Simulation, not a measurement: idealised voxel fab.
Process module, titled voxel lift off
Pictured: cross-section cut, 260 nm wide, on a grid of 5 nm square cells.
For the purposes of this document, a cross-section shall be understood as a grid of square cells, specified as bands listed in top-to-bottom order, each band consisting of one or more rows of cells.
What a band's entry tells you: where the top is and where the bottom is, as heights in nm, and after that what lies inside, material by material from left to right, each with its width in nm. Empty space is written as the word "empty", and a single material marked with the word "edge to edge" occupies the band from edge to edge.
Ref level 0: as-received wafer is one material below here. Bottom band extends down with no lower bound ("from 0 down").
Think of "30..40" as a width that walks from the first number to the second as you go down the band, top row to bottom row, taking equal-sized steps from row to row.
"nothing changed" after a step means that no cell of the cross-section changed.
Heads up: "Closed void catalog" only lists the empty pockets with no open path to the top that are 8 cells or more, and it writes them as width x height at distance, distance from the left edge, in nm.
On a step's line, text after the settings is the simulator commenting on that step.
Each step line may optionally specify "overlay nm", which for a step with a mask gives the rightward distance between the mask's planned place and where it lay, a negative value indicating the leftward direction.
Process steps (planned):
1: RECEIVE,material Si
2: CONFORMAL_DEP,material SiN,thk nm 15
3: PATTERN,tone open,mask id LINES,material resist,width nm 25,pitch nm 50,thk nm 30,overlay nm 0
4: DIRECTIONAL_DEP,material Ru,thk nm 15
5: STRIP,etch materials resist
6: CONFORMAL_DEP,material SiCN,thk nm 5
Shown in cross-section is the wafer as received, that is, as it stands after step 1:
- from 0 down  Si edge to edge
- Closed void catalog: none
Cross-section, end of module. Start: as above. Plan: as above. Execution: one mistake:
- from 35 to 30  SiCN: 70 | empty: 15 | SiCN: 35 | empty: 15 | SiCN: 35 | empty: 15 | SiCN: 75
- from 30 to 20  Ru: 65 | SiCN: 5 | empty: 15 | SiCN: 5 | Ru: 25 | SiCN: 5 | empty: 15 | SiCN: 5 | Ru: 25 | SiCN: 5 | empty: 15 | SiCN: 5 | Ru: 70
- from 20 to 15  Ru: 65 | SiCN: 25 | Ru: 25 | SiCN: 25 | Ru: 25 | SiCN: 25 | Ru: 70
- from 15 to 0  SiN edge to edge
- from 0 down  Si edge to edge
- Closed void catalog: none
What was done differently from what was planned? off-plan run, step 3, actual operation and settings PATTERN,tone cover,mask id LINES,material resist,width nm 25,pitch nm 50,thk nm 30,overlay nm 0
